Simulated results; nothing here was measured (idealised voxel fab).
process module | voxel quadruple lines
cross-section cut | 195 nm wide | cells 5 nm
A cross-section is a grid of square cells, given in bands from the top down. A band is one or more rows of cells.
Each band's line starts with the height of the band's top and of its bottom, in nm. Then come its materials from left to right, each with its width in nm. One material with "throughout" fills the band from edge to edge. "air" is empty space.
Height 0 is the level under which the wafer as received is all one material. The lowest band goes on downwards, as in "0 down".
A width such as "30 to 40" changes by the same amount from each row of cells to the next, from the band's top row to its bottom row.
"no change" after a step means that no cell of the cross-section changed.
closed voids: empty space of 8 cells or more with no open way to the top, each as width x height at its distance from the left edge, in nm
after a step's settings: what the simulator itself notes on the step
overlay nm, on a step with a mask: how far to the right of its planned place the mask lay; to the left if negative
plan
1 op RECEIVE | material Si
2 op CONFORMAL_DEP | material Al2O3 | thk nm 5
3 op DIRECTIONAL_DEP | material W | thk nm 10
4 op DIRECTIONAL_DEP | material polySi | thk nm 15
5 op DIRECTIONAL_DEP | material aC | thk nm 25
6 op PATTERN | tone cover | mask id MANDREL | material resist | width nm 25 | thk nm 35 | overlay nm 0
7 op DIRECTIONAL_ETCH | etch materials aC | depth nm 25
8 op STRIP | etch materials resist
9 op CONFORMAL_DEP | material SiO2 | thk nm 15
10 op DIRECTIONAL_ETCH | etch materials SiO2 | depth nm 15
11 op STRIP | etch materials aC
12 op DIRECTIONAL_ETCH | etch materials polySi | depth nm 15
13 op STRIP | etch materials SiO2
14 op CONFORMAL_DEP | material SiCN | thk nm 5
15 op DIRECTIONAL_ETCH | etch materials SiCN | depth nm 5
16 op STRIP | etch materials polySi
17 op DIRECTIONAL_ETCH | etch materials W | depth nm 10
18 op STRIP | etch materials SiCN
19 op FILL_DEP | material SiO2 | thk nm 5
20 op CMP | height nm 15
as received, after step 1
  0 down: Si throughout
  closed voids: none
a wafer at the end: this start, this plan, one mistake
  15 to 5: SiO2 80 | W 5 | SiO2 25 | W 5 | SiO2 80
  5 to 0: Al2O3 throughout
  0 down: Si throughout
  closed voids: none
what went wrong: step 6 ran as: op PATTERN | tone open | mask id MANDREL | material resist | width nm 25 | thk nm 35 | overlay nm 0
